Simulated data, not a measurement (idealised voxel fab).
The document below concerns the process module designated voxel wiring stack.
Displayed cross-section: cut, width of 300 nm, square cells sized 5 nm.
Each cross-section below is a grid of square cells, stated as bands in top-down order, with one or more rows of cells making up each band. Basically the band line says how high the top is and how high the bottom is, in nm, and then what's in it from left to right, every material with its width in nm. Empty space shows up as "blank", and if a single material carries "edge to edge" it runs the full band edge to edge. Height datum 0, below which the as-received substrate wafer is one material. Lowest band open at the bottom, running downward: "0 down". When a width is written as two numbers, as in "30..40", the first number is the width in the top row of cells of the band and the second is the width in its bottom row, and the width changes by the same amount from each row to the next. Basically "remains unaltered" means that step didn't change any cell in the cross-section. For the entry "Sealed internal cavities", the listed items are empty spaces with no open way to the top whose size is 8 cells or more; each item follows the pattern width x height at distance, where distance is from the left edge and all three are in nm. It should be noted that, on the line of a given step, the content following the step's settings is a remark produced by the simulator itself with respect to that step. A step line may carry the setting "overlay nm", which, for steps involving a mask, states the distance by which the mask lay to the right of its intended position; negative values denote displacement to the left.

Intended process steps:
| 1 | RECEIVE (material Si) |
| 2 | CONFORMAL_DEP (material SiO2; thk nm 10) |
| 3 | DIRECTIONAL_DEP (material TiN; thk nm 5) |
| 4 | DIRECTIONAL_DEP (material W; thk nm 15) |
| 5 | PATTERN (tone cover; mask id METAL_1; material resist; width nm 30; pitch nm 50; thk nm 20; overlay nm 0) |
| 6 | DIRECTIONAL_ETCH (etch materials W; depth nm 15) |
| 7 | DIRECTIONAL_ETCH (etch materials TiN; depth nm 5) |
| 8 | STRIP (etch materials resist) |
| 9 | FILL_DEP (material lowk; thk nm 10) |
| 10 | CMP (height nm 30) |
| 11 | CONFORMAL_DEP (material SiCN; thk nm 5) |
| 12 | DIRECTIONAL_DEP (material lowk; thk nm 10) |
| 13 | PATTERN (tone open; mask id PLUG_1; material resist; width nm 15; pitch nm 50; thk nm 20; overlay nm 0) |
| 14 | DIRECTIONAL_ETCH (etch materials lowk; depth nm 10) |
| 15 | DIRECTIONAL_ETCH (etch materials SiCN; depth nm 5) |
| 16 | STRIP (etch materials resist) |
| 17 | EPI (material Ru; thk nm 10) |
| 18 | EPI (material Ru; thk nm 5) |
| 19 | CONFORMAL_DEP (material SiCN; thk nm 5) |
| 20 | DIRECTIONAL_DEP (material SiO2; thk nm 15) |
| 21 | DIRECTIONAL_DEP (material aC; thk nm 10) |
| 22 | PATTERN (tone open; mask id METAL_2; material resist; width nm 30; pitch nm 50; thk nm 30; overlay nm 0) |
| 23 | DIRECTIONAL_ETCH (etch materials aC; depth nm 10) |
| 24 | STRIP (etch materials resist) |
| 25 | DIRECTIONAL_ETCH (etch materials SiO2; depth nm 15) |
| 26 | DIRECTIONAL_ETCH (etch materials SiCN; depth nm 5) |
| 27 | STRIP (etch materials aC) |
| 28 | CONFORMAL_DEP (material TiN; thk nm 5) |
| 29 | FILL_DEP (material Ru; thk nm 10) |
| 30 | CMP (height nm 65) |
| 31 | EPI (material Ru; thk nm 5) |
| 32 | FILL_DEP (material SiCN; thk nm 5) |

Cross-section of the wafer upon arrival, representing the state reached after step 1:
	0 down | Si edge to edge
	Sealed internal cavities: none

Final cross-section, module run with one mistake (start and plan as above):
	75 to 70 | SiCN edge to edge
	70 to 65 | SiCN 80, Ru 40, SiCN 10, Ru 40, SiCN 10, Ru 40, SiCN 80
	65 to 60 | SiO2 85, TiN 5, Ru 20, TiN 5, SiO2 20, TiN 5, Ru 20, TiN 5, SiO2 20, TiN 5, Ru 20, TiN 5, SiO2 85
	60 to 55 | SiO2 70, SiCN 15, TiN 30, SiO2 5, SiCN 15, TiN 30, SiO2 5, SiCN 15, TiN 30, SiO2 85
	55 to 50 | SiO2 70, SiCN 5, Ru 35, SiCN 5, SiO2 5, SiCN 5, Ru 35, SiCN 5, SiO2 5, SiCN 5, Ru 35, SiCN 5, SiO2 85
	50 to 45 | SiCN 75, Ru 35, SiCN 15, Ru 35, SiCN 15, Ru 35, SiCN 90
	45 to 35 | lowk 85, Ru 15, lowk 35, Ru 15, lowk 35, Ru 15, lowk 100
	35 to 30 | SiCN 85, Ru 15, SiCN 35, Ru 15, SiCN 35, Ru 15, SiCN 100
	30 to 15 | lowk 85, W 30, lowk 20, W 30, lowk 20, W 30, lowk 85
	15 to 10 | lowk 85, TiN 30, lowk 20, TiN 30, lowk 20, TiN 30, lowk 85
	10 to 0 | SiO2 edge to edge
	0 down | Si edge to edge
	Sealed internal cavities: none
Error vs. plan: step 17, plan: ran twice
